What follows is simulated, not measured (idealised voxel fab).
Presented below is a process module, voxel self aligned contacts.
cross-section cut | 240 nm wide | cells 5 nm
Just so we're on the same page, the cross-sections are grids of square cells, and they're listed out in bands top to bottom, each band one or more rows deep. Look at the band entry: it leads with the top's height and the bottom's height in nm. Then it lists the materials left to right, with a width in nm for each. The word "edge to edge" on a single material says that material fills the band edge to edge. The word "empty" is empty space. All heights in this document are referenced to 0, defined as the level beneath which the wafer, as received, consists entirely of one material. The lowest band is not bounded below; it extends indefinitely downward and is written in the form "0 nm and below". Read "30..40" as a graded width: first number on top, second number at the bottom, same change between each pair of neighbouring rows. "nothing was modified" after a step means that no cell of the cross-section changed. "Enclosed internal voids" contains a list of empty spaces, each no smaller than 8 cells and without an open way to the top, written in the form width x height at distance with the distance from the left edge and all three in nm. Heads up: the bit after the settings on a step's line is the simulator's remark on that step. overlay nm: mask right of planned place by this much (step with mask). Neg. = left. Before/after cross-section pairs, one process step each; after shown to lowest changed band; step and settings beneath. Pairs may be from different runs of this module on the same starting wafer; a pair continues from the one above only where its "Pre-process" entry says so.

-- Pre-process
* 0 nm and below | Si edge to edge
* Enclosed internal voids: none

-- Sectional View, Post-Process
* 0 nm to -5 nm | SiO2 edge to edge
* All layers under -5 are left as they were.
* Enclosed internal voids: none
The structure goes from the before cross-section above to the after cross-section through OXIDIZE with depth nm 5

Pre-process: The initial state for this step is given by the after cross-section of the immediately preceding pair.

-- Sectional View, Post-Process
* 30 nm to 0 nm | polySi edge to edge
* All layers under 0 are left as they were.
* Enclosed internal voids: none
The structure goes from the before cross-section above to the after cross-section through DIRECTIONAL_DEP with material polySi, thk nm 30

Pre-process: The initial state for this step is given by the after cross-section of the immediately preceding pair.

-- Sectional View, Post-Process
* 50 nm to 30 nm | SiN edge to edge
* All layers under 30 are left as they were.
* Enclosed internal voids: none
The structure goes from the before cross-section above to the after cross-section through DIRECTIONAL_DEP with material SiN, thk nm 20

Pre-process: The initial state for this step is given by the after cross-section of the immediately preceding pair.

-- Sectional View, Post-Process
* 65 nm to 50 nm | 30 nm empty / 35 nm resist / 35 nm empty / 35 nm resist / 35 nm empty / 35 nm resist / 35 nm empty
* All layers under 50 are left as they were.
* Enclosed internal voids: none
The structure goes from the before cross-section above to the after cross-section through PATTERN with tone cover, mask id GATE, material resist, width nm 35, pitch nm 70, thk nm 15, overlay nm 0

Pre-process: The initial state for this step is given by the after cross-section of the immediately preceding pair.

-- Sectional View, Post-Process
* 65 nm to 50 nm | 30 nm empty / 35 nm resist / 35 nm empty / 35 nm resist / 35 nm empty / 35 nm resist / 35 nm empty
* 50 nm to 30 nm | 30 nm empty / 35 nm SiN / 35 nm empty / 35 nm SiN / 35 nm empty / 35 nm SiN / 35 nm empty
* All layers under 30 are left as they were.
* Enclosed internal voids: none
The structure goes from the before cross-section above to the after cross-section through DIRECTIONAL_ETCH with etch materials SiN, depth nm 20

Pre-process: The initial state for this step is given by the after cross-section of the immediately preceding pair.

-- Sectional View, Post-Process
* 65 nm to 50 nm | 30 nm empty / 35 nm resist / 35 nm empty / 35 nm resist / 35 nm empty / 35 nm resist / 35 nm empty
* 50 nm to 30 nm | 30 nm empty / 35 nm SiN / 35 nm empty / 35 nm SiN / 35 nm empty / 35 nm SiN / 35 nm empty
* 30 nm to 0 nm | 30 nm empty / 35 nm polySi / 35 nm empty / 35 nm polySi / 35 nm empty / 35 nm polySi / 35 nm empty
* All layers under 0 are left as they were.
* Enclosed internal voids: none
The structure goes from the before cross-section above to the after cross-section through DIRECTIONAL_ETCH with etch materials polySi, depth nm 30

Pre-process: The initial state for this step is given by the after cross-section of the immediately preceding pair.

-- Sectional View, Post-Process
* 50 nm to 30 nm | 30 nm empty / 35 nm SiN / 35 nm empty / 35 nm SiN / 35 nm empty / 35 nm SiN / 35 nm empty
* All layers under 30 are left as they were.
* Enclosed internal voids: none
The structure goes from the before cross-section above to the after cross-section through STRIP with etch materials resist

Pre-process: The initial state for this step is given by the after cross-section of the immediately preceding pair.

-- Sectional View, Post-Process
* 60 nm to 30 nm | 20 nm empty / 55 nm SiN / 15 nm empty / 55 nm SiN / 15 nm empty / 55 nm SiN / 25 nm empty
* 30 nm to 10 nm | 20 nm empty / 10 nm SiN / 35 nm polySi / 10 nm SiN / 15 nm empty / 10 nm SiN / 35 nm polySi / 10 nm SiN / 15 nm empty / 10 nm SiN / 35 nm polySi / 10 nm SiN / 25 nm empty
* 10 nm to 0 nm | 30 nm SiN / 35 nm polySi / 35 nm SiN / 35 nm polySi / 35 nm SiN / 35 nm polySi / 35 nm SiN
* All layers under 0 are left as they were.
* Enclosed internal voids: none
The structure goes from the before cross-section above to the after cross-section through CONFORMAL_DEP with material SiN, thk nm 10

Pre-process: The initial state for this step is given by the after cross-section of the immediately preceding pair.

-- Sectional View, Post-Process
* 50 nm to 30 nm | 20 nm empty / 55 nm SiN / 15 nm empty / 55 nm SiN / 15 nm empty / 55 nm SiN / 25 nm empty
* 30 nm to 0 nm | 20 nm empty / 10 nm SiN / 35 nm polySi / 10 nm SiN / 15 nm empty / 10 nm SiN / 35 nm polySi / 10 nm SiN / 15 nm empty / 10 nm SiN / 35 nm polySi / 10 nm SiN / 25 nm empty
* All layers under 0 are left as they were.
* Enclosed internal voids: none
The structure goes from the before cross-section above to the after cross-section through DIRECTIONAL_ETCH with etch materials SiN, depth nm 10

Pre-process: The initial state for this step is given by the after cross-section of the immediately preceding pair.

-- Sectional View, Post-Process
* 65 nm to 50 nm | SiO2 edge to edge
* 50 nm to 30 nm | 20 nm SiO2 / 55 nm SiN / 15 nm SiO2 / 55 nm SiN / 15 nm SiO2 / 55 nm SiN / 25 nm SiO2
* 30 nm to 0 nm | 20 nm SiO2 / 10 nm SiN / 35 nm polySi / 10 nm SiN / 15 nm SiO2 / 10 nm SiN / 35 nm polySi / 10 nm SiN / 15 nm SiO2 / 10 nm SiN / 35 nm polySi / 10 nm SiN / 25 nm SiO2
* All layers under 0 are left as they were.
* Enclosed internal voids: none
The structure goes from the before cross-section above to the after cross-section through FILL_DEP with material SiO2, thk nm 15

Pre-process: The initial state for this step is given by the after cross-section of the immediately preceding pair.

-- Sectional View, Post-Process
* 60 nm to 50 nm | SiO2 edge to edge
* All layers under 50 are left as they were.
* Enclosed internal voids: none
The structure goes from the before cross-section above to the after cross-section through CMP with height nm 60

Pre-process: The initial state for this step is given by the after cross-section of the immediately preceding pair.

-- Sectional View, Post-Process
* 70 nm to 60 nm | aC edge to edge
* All layers under 60 are left as they were.
* Enclosed internal voids: none
The structure goes from the before cross-section above to the after cross-section through DIRECTIONAL_DEP with material aC, thk nm 10

Pre-process: The initial state for this step is given by the after cross-section of the immediately preceding pair.

-- Sectional View, Post-Process
* 100 nm to 70 nm | 55 nm resist / 55 nm empty / 15 nm resist / 55 nm empty / 60 nm resist
* All layers under 70 are left as they were.
* Enclosed internal voids: none
The structure goes from the before cross-section above to the after cross-section through PATTERN with tone open, mask id CONTACT, material resist, width nm 55, pitch nm 70, thk nm 30, overlay nm 0

Pre-process: The initial state for this step is given by the after cross-section of the immediately preceding pair.

-- Sectional View, Post-Process
* 90 nm to 70 nm | 55 nm resist / 55 nm empty / 15 nm resist / 55 nm empty / 60 nm resist
* 70 nm to 60 nm | 55 nm aC / 55 nm empty / 15 nm aC / 55 nm empty / 60 nm aC
* All layers under 60 are left as they were.
* Enclosed internal voids: none
The structure goes from the before cross-section above to the after cross-section through DIRECTIONAL_ETCH with etch materials aC, depth nm 10

Pre-process: The initial state for this step is given by the after cross-section of the immediately preceding pair.

-- Sectional View, Post-Process
* 70 nm to 60 nm | 55 nm aC / 55 nm empty / 15 nm aC / 55 nm empty / 60 nm aC
* All layers under 60 are left as they were.
* Enclosed internal voids: none
The structure goes from the before cross-section above to the after cross-section through STRIP with etch materials resist

Pre-process: The initial state for this step is given by the after cross-section of the immediately preceding pair.

-- Sectional View, Post-Process
* 70 nm to 60 nm | 55 nm aC / 55 nm empty / 15 nm aC / 55 nm empty / 60 nm aC
* 60 nm to 50 nm | 55 nm SiO2 / 55 nm empty / 15 nm SiO2 / 55 nm empty / 60 nm SiO2
* 50 nm to 30 nm | 20 nm SiO2 / 55 nm SiN / 15 nm empty / 55 nm SiN / 15 nm empty / 55 nm SiN / 25 nm SiO2
* 30 nm to 0 nm | 20 nm SiO2 / 10 nm SiN / 35 nm polySi / 10 nm SiN / 15 nm empty / 10 nm SiN / 35 nm polySi / 10 nm SiN / 15 nm empty / 10 nm SiN / 35 nm polySi / 10 nm SiN / 25 nm SiO2
* 0 nm to -5 nm | 75 nm SiO2 / 15 nm empty / 55 nm SiO2 / 15 nm empty / 80 nm SiO2
* All layers under -5 are left as they were.
* Enclosed internal voids: none
The structure goes from the before cross-section above to the after cross-section through DIRECTIONAL_ETCH with etch materials SiO2, depth nm 65

Pre-process: The initial state for this step is given by the after cross-section of the immediately preceding pair.

-- Sectional View, Post-Process
* 60 nm to 50 nm | 55 nm SiO2 / 55 nm empty / 15 nm SiO2 / 55 nm empty / 60 nm SiO2
* All layers under 50 are left as they were.
* Enclosed internal voids: none
The structure goes from the before cross-section above to the after cross-section through STRIP with etch materials aC

Pre-process: The initial state for this step is given by the after cross-section of the immediately preceding pair.

-- Sectional View, Post-Process
* 65 nm to 60 nm | 60 nm TiN / 45 nm empty / 25 nm TiN / 45 nm empty / 65 nm TiN
* 60 nm to 50 nm | 55 nm SiO2 / 5..25 nm TiN / 45..5 nm empty / 5..25 nm TiN / 15 nm SiO2 / 5..25 nm TiN / 45..5 nm empty / 5..25 nm TiN / 60 nm SiO2
* 50 nm to 30 nm | 20 nm SiO2 / 55 nm SiN / 5 nm TiN / 5 nm empty / 5 nm TiN / 55 nm SiN / 5 nm TiN / 5 nm empty / 5 nm TiN / 55 nm SiN / 25 nm SiO2
* 30 nm to 0 nm | 20 nm SiO2 / 10 nm SiN / 35 nm polySi / 10 nm SiN / 5 nm TiN / 5 nm empty / 5 nm TiN / 10 nm SiN / 35 nm polySi / 10 nm SiN / 5 nm TiN / 5 nm empty / 5 nm TiN / 10 nm SiN / 35 nm polySi / 10 nm SiN / 25 nm SiO2
* 0 nm to -5 nm | 75 nm SiO2 / 15 nm TiN / 55 nm SiO2 / 15 nm TiN / 80 nm SiO2
* All layers under -5 are left as they were.
* Enclosed internal voids: none
The structure goes from the before cross-section above to the after cross-section through CONFORMAL_DEP with material TiN, thk nm 5

Pre-process: The initial state for this step is given by the after cross-section of the immediately preceding pair.

-- Sectional View, Post-Process
* 70 nm to 65 nm | W edge to edge
* 65 nm to 60 nm | 60 nm TiN / 45 nm W / 25 nm TiN / 45 nm W / 65 nm TiN
* 60 nm to 50 nm | 55 nm SiO2 / 5..25 nm TiN / 45..5 nm W / 5..25 nm TiN / 15 nm SiO2 / 5..25 nm TiN / 45..5 nm W / 5..25 nm TiN / 60 nm SiO2
* 50 nm to 30 nm | 20 nm SiO2 / 55 nm SiN / 5 nm TiN / 5 nm W / 5 nm TiN / 55 nm SiN / 5 nm TiN / 5 nm W / 5 nm TiN / 55 nm SiN / 25 nm SiO2
* 30 nm to 0 nm | 20 nm SiO2 / 10 nm SiN / 35 nm polySi / 10 nm SiN / 5 nm TiN / 5 nm W / 5 nm TiN / 10 nm SiN / 35 nm polySi / 10 nm SiN / 5 nm TiN / 5 nm W / 5 nm TiN / 10 nm SiN / 35 nm polySi / 10 nm SiN / 25 nm SiO2
* All layers under 0 are left as they were.
* Enclosed internal voids: none
The structure goes from the before cross-section above to the after cross-section through FILL_DEP with material W, thk nm 5

Pre-process: The initial state for this step is given by the after cross-section of the immediately preceding pair.

-- Sectional View, Post-Process
* 60 nm to 50 nm | 55 nm SiO2 / 5..25 nm TiN / 45..5 nm W / 5..25 nm TiN / 15 nm SiO2 / 5..25 nm TiN / 45..5 nm W / 5..25 nm TiN / 60 nm SiO2
* All layers under 50 are left as they were.
* Enclosed internal voids: none
The structure goes from the before cross-section above to the after cross-section through CMP with height nm 60

Pre-process: The initial state for this step is given by the after cross-section of the immediately preceding pair.

-- Sectional View, Post-Process
* 65 nm to 60 nm | SiCN edge to edge
* All layers under 60 are left as they were.
* Enclosed internal voids: none
The structure goes from the before cross-section above to the after cross-section through CONFORMAL_DEP with material SiCN, thk nm 5

-- Pre-process
* 0 nm and below | Si edge to edge
* Enclosed internal voids: none

-- Sectional View, Post-Process
* 30 nm to 0 nm | polySi edge to edge
* All layers under 0 are left as they were.
* Enclosed internal voids: none
The structure goes from the before cross-section above to the after cross-section through DIRECTIONAL_DEP with material polySi, thk nm 30

Pre-process: The initial state for this step is given by the after cross-section of the immediately preceding pair.

-- Sectional View, Post-Process
* 50 nm to 30 nm | SiN edge to edge
* All layers under 30 are left as they were.
* Enclosed internal voids: none
The structure goes from the before cross-section above to the after cross-section through DIRECTIONAL_DEP with material SiN, thk nm 20

Pre-process: The initial state for this step is given by the after cross-section of the immediately preceding pair.

-- Sectional View, Post-Process
* 65 nm to 50 nm | 30 nm empty / 35 nm resist / 35 nm empty / 35 nm resist / 35 nm empty / 35 nm resist / 35 nm empty
* All layers under 50 are left as they were.
* Enclosed internal voids: none
The structure goes from the before cross-section above to the after cross-section through PATTERN with tone cover, mask id GATE, material resist, width nm 35, pitch nm 70, thk nm 15, overlay nm 0

Pre-process: The initial state for this step is given by the after cross-section of the immediately preceding pair.

-- Sectional View, Post-Process
* 65 nm to 50 nm | 30 nm empty / 35 nm resist / 35 nm empty / 35 nm resist / 35 nm empty / 35 nm resist / 35 nm empty
* 50 nm to 30 nm | 30 nm empty / 35 nm SiN / 35 nm empty / 35 nm SiN / 35 nm empty / 35 nm SiN / 35 nm empty
* All layers under 30 are left as they were.
* Enclosed internal voids: none
The structure goes from the before cross-section above to the after cross-section through DIRECTIONAL_ETCH with etch materials SiN, depth nm 20

Pre-process: The initial state for this step is given by the after cross-section of the immediately preceding pair.

-- Sectional View, Post-Process
* 65 nm to 50 nm | 30 nm empty / 35 nm resist / 35 nm empty / 35 nm resist / 35 nm empty / 35 nm resist / 35 nm empty
* 50 nm to 30 nm | 30 nm empty / 35 nm SiN / 35 nm empty / 35 nm SiN / 35 nm empty / 35 nm SiN / 35 nm empty
* 30 nm to 0 nm | 30 nm empty / 35 nm polySi / 35 nm empty / 35 nm polySi / 35 nm empty / 35 nm polySi / 35 nm empty
* All layers under 0 are left as they were.
* Enclosed internal voids: none
The structure goes from the before cross-section above to the after cross-section through DIRECTIONAL_ETCH with etch materials polySi, depth nm 30

Pre-process: The initial state for this step is given by the after cross-section of the immediately preceding pair.

-- Sectional View, Post-Process
* 50 nm to 30 nm | 30 nm empty / 35 nm SiN / 35 nm empty / 35 nm SiN / 35 nm empty / 35 nm SiN / 35 nm empty
* All layers under 30 are left as they were.
* Enclosed internal voids: none
The structure goes from the before cross-section above to the after cross-section through STRIP with etch materials resist

Pre-process: The initial state for this step is given by the after cross-section of the immediately preceding pair.

-- Sectional View, Post-Process
* 60 nm to 30 nm | 20 nm empty / 55 nm SiN / 15 nm empty / 55 nm SiN / 15 nm empty / 55 nm SiN / 25 nm empty
* 30 nm to 10 nm | 20 nm empty / 10 nm SiN / 35 nm polySi / 10 nm SiN / 15 nm empty / 10 nm SiN / 35 nm polySi / 10 nm SiN / 15 nm empty / 10 nm SiN / 35 nm polySi / 10 nm SiN / 25 nm empty
* 10 nm to 0 nm | 30 nm SiN / 35 nm polySi / 35 nm SiN / 35 nm polySi / 35 nm SiN / 35 nm polySi / 35 nm SiN
* All layers under 0 are left as they were.
* Enclosed internal voids: none
The structure goes from the before cross-section above to the after cross-section through CONFORMAL_DEP with material SiN, thk nm 10

Pre-process: The initial state for this step is given by the after cross-section of the immediately preceding pair.

-- Sectional View, Post-Process
* 50 nm to 30 nm | 20 nm empty / 55 nm SiN / 15 nm empty / 55 nm SiN / 15 nm empty / 55 nm SiN / 25 nm empty
* 30 nm to 0 nm | 20 nm empty / 10 nm SiN / 35 nm polySi / 10 nm SiN / 15 nm empty / 10 nm SiN / 35 nm polySi / 10 nm SiN / 15 nm empty / 10 nm SiN / 35 nm polySi / 10 nm SiN / 25 nm empty
* All layers under 0 are left as they were.
* Enclosed internal voids: none
The structure goes from the before cross-section above to the after cross-section through DIRECTIONAL_ETCH with etch materials SiN, depth nm 10

Pre-process: The initial state for this step is given by the after cross-section of the immediately preceding pair.

-- Sectional View, Post-Process
* 65 nm to 50 nm | SiO2 edge to edge
* 50 nm to 30 nm | 20 nm SiO2 / 55 nm SiN / 15 nm SiO2 / 55 nm SiN / 15 nm SiO2 / 55 nm SiN / 25 nm SiO2
* 30 nm to 0 nm | 20 nm SiO2 / 10 nm SiN / 35 nm polySi / 10 nm SiN / 15 nm SiO2 / 10 nm SiN / 35 nm polySi / 10 nm SiN / 15 nm SiO2 / 10 nm SiN / 35 nm polySi / 10 nm SiN / 25 nm SiO2
* All layers under 0 are left as they were.
* Enclosed internal voids: none
The structure goes from the before cross-section above to the after cross-section through FILL_DEP with material SiO2, thk nm 15

Pre-process: The initial state for this step is given by the after cross-section of the immediately preceding pair.

-- Sectional View, Post-Process
* 60 nm to 50 nm | SiO2 edge to edge
* All layers under 50 are left as they were.
* Enclosed internal voids: none
The structure goes from the before cross-section above to the after cross-section through CMP with height nm 60

Pre-process: The initial state for this step is given by the after cross-section of the immediately preceding pair.

-- Sectional View, Post-Process
* 70 nm to 60 nm | aC edge to edge
* All layers under 60 are left as they were.
* Enclosed internal voids: none
The structure goes from the before cross-section above to the after cross-section through DIRECTIONAL_DEP with material aC, thk nm 10

Pre-process: The initial state for this step is given by the after cross-section of the immediately preceding pair.

-- Sectional View, Post-Process
* 100 nm to 70 nm | 55 nm resist / 55 nm empty / 15 nm resist / 55 nm empty / 60 nm resist
* All layers under 70 are left as they were.
* Enclosed internal voids: none
The structure goes from the before cross-section above to the after cross-section through PATTERN with tone open, mask id CONTACT, material resist, width nm 55, pitch nm 70, thk nm 30, overlay nm 0

Pre-process: The initial state for this step is given by the after cross-section of the immediately preceding pair.

-- Sectional View, Post-Process
* 90 nm to 70 nm | 55 nm resist / 55 nm empty / 15 nm resist / 55 nm empty / 60 nm resist
* 70 nm to 60 nm | 55 nm aC / 55 nm empty / 15 nm aC / 55 nm empty / 60 nm aC
* All layers under 60 are left as they were.
* Enclosed internal voids: none
The structure goes from the before cross-section above to the after cross-section through DIRECTIONAL_ETCH with etch materials aC, depth nm 10

Pre-process: The initial state for this step is given by the after cross-section of the immediately preceding pair.

-- Sectional View, Post-Process
* 70 nm to 60 nm | 55 nm aC / 55 nm empty / 15 nm aC / 55 nm empty / 60 nm aC
* All layers under 60 are left as they were.
* Enclosed internal voids: none
The structure goes from the before cross-section above to the after cross-section through STRIP with etch materials resist

Pre-process: The initial state for this step is given by the after cross-section of the immediately preceding pair.

-- Sectional View, Post-Process
* 70 nm to 60 nm | 55 nm aC / 55 nm empty / 15 nm aC / 55 nm empty / 60 nm aC
* 60 nm to 50 nm | 55 nm SiO2 / 55 nm empty / 15 nm SiO2 / 55 nm empty / 60 nm SiO2
* 50 nm to 30 nm | 20 nm SiO2 / 55 nm SiN / 15 nm empty / 55 nm SiN / 15 nm empty / 55 nm SiN / 25 nm SiO2
* 30 nm to 0 nm | 20 nm SiO2 / 10 nm SiN / 35 nm polySi / 10 nm SiN / 15 nm empty / 10 nm SiN / 35 nm polySi / 10 nm SiN / 15 nm empty / 10 nm SiN / 35 nm polySi / 10 nm SiN / 25 nm SiO2
* All layers under 0 are left as they were.
* Enclosed internal voids: none
The structure goes from the before cross-section above to the after cross-section through DIRECTIONAL_ETCH with etch materials SiO2, depth nm 65

Pre-process: The initial state for this step is given by the after cross-section of the immediately preceding pair.

-- Sectional View, Post-Process
* 60 nm to 50 nm | 55 nm SiO2 / 55 nm empty / 15 nm SiO2 / 55 nm empty / 60 nm SiO2
* All layers under 50 are left as they were.
* Enclosed internal voids: none
The structure goes from the before cross-section above to the after cross-section through STRIP with etch materials aC

Pre-process: The initial state for this step is given by the after cross-section of the immediately preceding pair.

-- Sectional View, Post-Process
* 65 nm to 60 nm | 60 nm TiN / 45 nm empty / 25 nm TiN / 45 nm empty / 65 nm TiN
* 60 nm to 50 nm | 55 nm SiO2 / 5..25 nm TiN / 45..5 nm empty / 5..25 nm TiN / 15 nm SiO2 / 5..25 nm TiN / 45..5 nm empty / 5..25 nm TiN / 60 nm SiO2
* 50 nm to 30 nm | 20 nm SiO2 / 55 nm SiN / 5 nm TiN / 5 nm empty / 5 nm TiN / 55 nm SiN / 5 nm TiN / 5 nm empty / 5 nm TiN / 55 nm SiN / 25 nm SiO2
* 30 nm to 5 nm | 20 nm SiO2 / 10 nm SiN / 35 nm polySi / 10 nm SiN / 5 nm TiN / 5 nm empty / 5 nm TiN / 10 nm SiN / 35 nm polySi / 10 nm SiN / 5 nm TiN / 5 nm empty / 5 nm TiN / 10 nm SiN / 35 nm polySi / 10 nm SiN / 25 nm SiO2
* 5 nm to 0 nm | 20 nm SiO2 / 10 nm SiN / 35 nm polySi / 10 nm SiN / 15 nm TiN / 10 nm SiN / 35 nm polySi / 10 nm SiN / 15 nm TiN / 10 nm SiN / 35 nm polySi / 10 nm SiN / 25 nm SiO2
* All layers under 0 are left as they were.
* Enclosed internal voids: none
The structure goes from the before cross-section above to the after cross-section through CONFORMAL_DEP with material TiN, thk nm 5

Pre-process: The initial state for this step is given by the after cross-section of the immediately preceding pair.

-- Sectional View, Post-Process
* 70 nm to 65 nm | W edge to edge
* 65 nm to 60 nm | 60 nm TiN / 45 nm W / 25 nm TiN / 45 nm W / 65 nm TiN
* 60 nm to 50 nm | 55 nm SiO2 / 5..25 nm TiN / 45..5 nm W / 5..25 nm TiN / 15 nm SiO2 / 5..25 nm TiN / 45..5 nm W / 5..25 nm TiN / 60 nm SiO2
* 50 nm to 30 nm | 20 nm SiO2 / 55 nm SiN / 5 nm TiN / 5 nm W / 5 nm TiN / 55 nm SiN / 5 nm TiN / 5 nm W / 5 nm TiN / 55 nm SiN / 25 nm SiO2
* 30 nm to 5 nm | 20 nm SiO2 / 10 nm SiN / 35 nm polySi / 10 nm SiN / 5 nm TiN / 5 nm W / 5 nm TiN / 10 nm SiN / 35 nm polySi / 10 nm SiN / 5 nm TiN / 5 nm W / 5 nm TiN / 10 nm SiN / 35 nm polySi / 10 nm SiN / 25 nm SiO2
* All layers under 5 are left as they were.
* Enclosed internal voids: none
The structure goes from the before cross-section above to the after cross-section through FILL_DEP with material W, thk nm 5

Pre-process: The initial state for this step is given by the after cross-section of the immediately preceding pair.

-- Sectional View, Post-Process
* 60 nm to 50 nm | 55 nm SiO2 / 5..25 nm TiN / 45..5 nm W / 5..25 nm TiN / 15 nm SiO2 / 5..25 nm TiN / 45..5 nm W / 5..25 nm TiN / 60 nm SiO2
* All layers under 50 are left as they were.
* Enclosed internal voids: none
The structure goes from the before cross-section above to the after cross-section through CMP with height nm 60

Pre-process: The initial state for this step is given by the after cross-section of the immediately preceding pair.

-- Sectional View, Post-Process
* 65 nm to 60 nm | SiCN edge to edge
* All layers under 60 are left as they were.
* Enclosed internal voids: none
The structure goes from the before cross-section above to the after cross-section through CONFORMAL_DEP with material SiCN, thk nm 5

-- Pre-process
* 30 nm to 0 nm | polySi edge to edge
* 0 nm to -5 nm | SiO2 edge to edge
* -5 nm and below | Si edge to edge
* Enclosed internal voids: none

-- Sectional View, Post-Process
* 60 nm to 0 nm | polySi edge to edge
* All layers under 0 are left as they were.
* Enclosed internal voids: none
The structure goes from the before cross-section above to the after cross-section through DIRECTIONAL_DEP with material polySi, thk nm 30

Pre-process: The initial state for this step is given by the after cross-section of the immediately preceding pair.

-- Sectional View, Post-Process
* 80 nm to 60 nm | SiN edge to edge
* All layers under 60 are left as they were.
* Enclosed internal voids: none
The structure goes from the before cross-section above to the after cross-section through DIRECTIONAL_DEP with material SiN, thk nm 20

Pre-process: The initial state for this step is given by the after cross-section of the immediately preceding pair.

-- Sectional View, Post-Process
* 95 nm to 80 nm | 30 nm empty / 35 nm resist / 35 nm empty / 35 nm resist / 35 nm empty / 35 nm resist / 35 nm empty
* All layers under 80 are left as they were.
* Enclosed internal voids: none
The structure goes from the before cross-section above to the after cross-section through PATTERN with tone cover, mask id GATE, material resist, width nm 35, pitch nm 70, thk nm 15, overlay nm 0

Pre-process: The initial state for this step is given by the after cross-section of the immediately preceding pair.

-- Sectional View, Post-Process
* 95 nm to 80 nm | 30 nm empty / 35 nm resist / 35 nm empty / 35 nm resist / 35 nm empty / 35 nm resist / 35 nm empty
* 80 nm to 60 nm | 30 nm empty / 35 nm SiN / 35 nm empty / 35 nm SiN / 35 nm empty / 35 nm SiN / 35 nm empty
* All layers under 60 are left as they were.
* Enclosed internal voids: none
The structure goes from the before cross-section above to the after cross-section through DIRECTIONAL_ETCH with etch materials SiN, depth nm 20

Pre-process: The initial state for this step is given by the after cross-section of the immediately preceding pair.

-- Sectional View, Post-Process
* 95 nm to 80 nm | 30 nm empty / 35 nm resist / 35 nm empty / 35 nm resist / 35 nm empty / 35 nm resist / 35 nm empty
* 80 nm to 60 nm | 30 nm empty / 35 nm SiN / 35 nm empty / 35 nm SiN / 35 nm empty / 35 nm SiN / 35 nm empty
* 60 nm to 30 nm | 30 nm empty / 35 nm polySi / 35 nm empty / 35 nm polySi / 35 nm empty / 35 nm polySi / 35 nm empty
* All layers under 30 are left as they were.
* Enclosed internal voids: none
The structure goes from the before cross-section above to the after cross-section through DIRECTIONAL_ETCH with etch materials polySi, depth nm 30

Pre-process: The initial state for this step is given by the after cross-section of the immediately preceding pair.

-- Sectional View, Post-Process
* 80 nm to 60 nm | 30 nm empty / 35 nm SiN / 35 nm empty / 35 nm SiN / 35 nm empty / 35 nm SiN / 35 nm empty
* All layers under 60 are left as they were.
* Enclosed internal voids: none
The structure goes from the before cross-section above to the after cross-section through STRIP with etch materials resist

Pre-process: The initial state for this step is given by the after cross-section of the immediately preceding pair.

-- Sectional View, Post-Process
* 90 nm to 60 nm | 20 nm empty / 55 nm SiN / 15 nm empty / 55 nm SiN / 15 nm empty / 55 nm SiN / 25 nm empty
* 60 nm to 40 nm | 20 nm empty / 10 nm SiN / 35 nm polySi / 10 nm SiN / 15 nm empty / 10 nm SiN / 35 nm polySi / 10 nm SiN / 15 nm empty / 10 nm SiN / 35 nm polySi / 10 nm SiN / 25 nm empty
* 40 nm to 30 nm | 30 nm SiN / 35 nm polySi / 35 nm SiN / 35 nm polySi / 35 nm SiN / 35 nm polySi / 35 nm SiN
* All layers under 30 are left as they were.
* Enclosed internal voids: none
The structure goes from the before cross-section above to the after cross-section through CONFORMAL_DEP with material SiN, thk nm 10

Pre-process: The initial state for this step is given by the after cross-section of the immediately preceding pair.

-- Sectional View, Post-Process
* 80 nm to 60 nm | 20 nm empty / 55 nm SiN / 15 nm empty / 55 nm SiN / 15 nm empty / 55 nm SiN / 25 nm empty
* 60 nm to 30 nm | 20 nm empty / 10 nm SiN / 35 nm polySi / 10 nm SiN / 15 nm empty / 10 nm SiN / 35 nm polySi / 10 nm SiN / 15 nm empty / 10 nm SiN / 35 nm polySi / 10 nm SiN / 25 nm empty
* All layers under 30 are left as they were.
* Enclosed internal voids: none
The structure goes from the before cross-section above to the after cross-section through DIRECTIONAL_ETCH with etch materials SiN, depth nm 10

Pre-process: The initial state for this step is given by the after cross-section of the immediately preceding pair.

-- Sectional View, Post-Process
* 95 nm to 80 nm | SiO2 edge to edge
* 80 nm to 60 nm | 20 nm SiO2 / 55 nm SiN / 15 nm SiO2 / 55 nm SiN / 15 nm SiO2 / 55 nm SiN / 25 nm SiO2
* 60 nm to 30 nm | 20 nm SiO2 / 10 nm SiN / 35 nm polySi / 10 nm SiN / 15 nm SiO2 / 10 nm SiN / 35 nm polySi / 10 nm SiN / 15 nm SiO2 / 10 nm SiN / 35 nm polySi / 10 nm SiN / 25 nm SiO2
* All layers under 30 are left as they were.
* Enclosed internal voids: none
The structure goes from the before cross-section above to the after cross-section through FILL_DEP with material SiO2, thk nm 15

Pre-process: The initial state for this step is given by the after cross-section of the immediately preceding pair.

-- Sectional View, Post-Process
* 60 nm to 30 nm | 20 nm SiO2 / 10 nm SiN / 35 nm polySi / 10 nm SiN / 15 nm SiO2 / 10 nm SiN / 35 nm polySi / 10 nm SiN / 15 nm SiO2 / 10 nm SiN / 35 nm polySi / 10 nm SiN / 25 nm SiO2
* All layers under 30 are left as they were.
* Enclosed internal voids: none
The structure goes from the before cross-section above to the after cross-section through CMP with height nm 60

Pre-process: The initial state for this step is given by the after cross-section of the immediately preceding pair.

-- Sectional View, Post-Process
* 70 nm to 60 nm | aC edge to edge
* All layers under 60 are left as they were.
* Enclosed internal voids: none
The structure goes from the before cross-section above to the after cross-section through DIRECTIONAL_DEP with material aC, thk nm 10

Pre-process: The initial state for this step is given by the after cross-section of the immediately preceding pair.

-- Sectional View, Post-Process
* 100 nm to 70 nm | 55 nm resist / 55 nm empty / 15 nm resist / 55 nm empty / 60 nm resist
* All layers under 70 are left as they were.
* Enclosed internal voids: none
The structure goes from the before cross-section above to the after cross-section through PATTERN with tone open, mask id CONTACT, material resist, width nm 55, pitch nm 70, thk nm 30, overlay nm 0

Pre-process: The initial state for this step is given by the after cross-section of the immediately preceding pair.

-- Sectional View, Post-Process
* 90 nm to 70 nm | 55 nm resist / 55 nm empty / 15 nm resist / 55 nm empty / 60 nm resist
* 70 nm to 60 nm | 55 nm aC / 55 nm empty / 15 nm aC / 55 nm empty / 60 nm aC
* All layers under 60 are left as they were.
* Enclosed internal voids: none
The structure goes from the before cross-section above to the after cross-section through DIRECTIONAL_ETCH with etch materials aC, depth nm 10

Pre-process: The initial state for this step is given by the after cross-section of the immediately preceding pair.

-- Sectional View, Post-Process
* 70 nm to 60 nm | 55 nm aC / 55 nm empty / 15 nm aC / 55 nm empty / 60 nm aC
* All layers under 60 are left as they were.
* Enclosed internal voids: none
The structure goes from the before cross-section above to the after cross-section through STRIP with etch materials resist
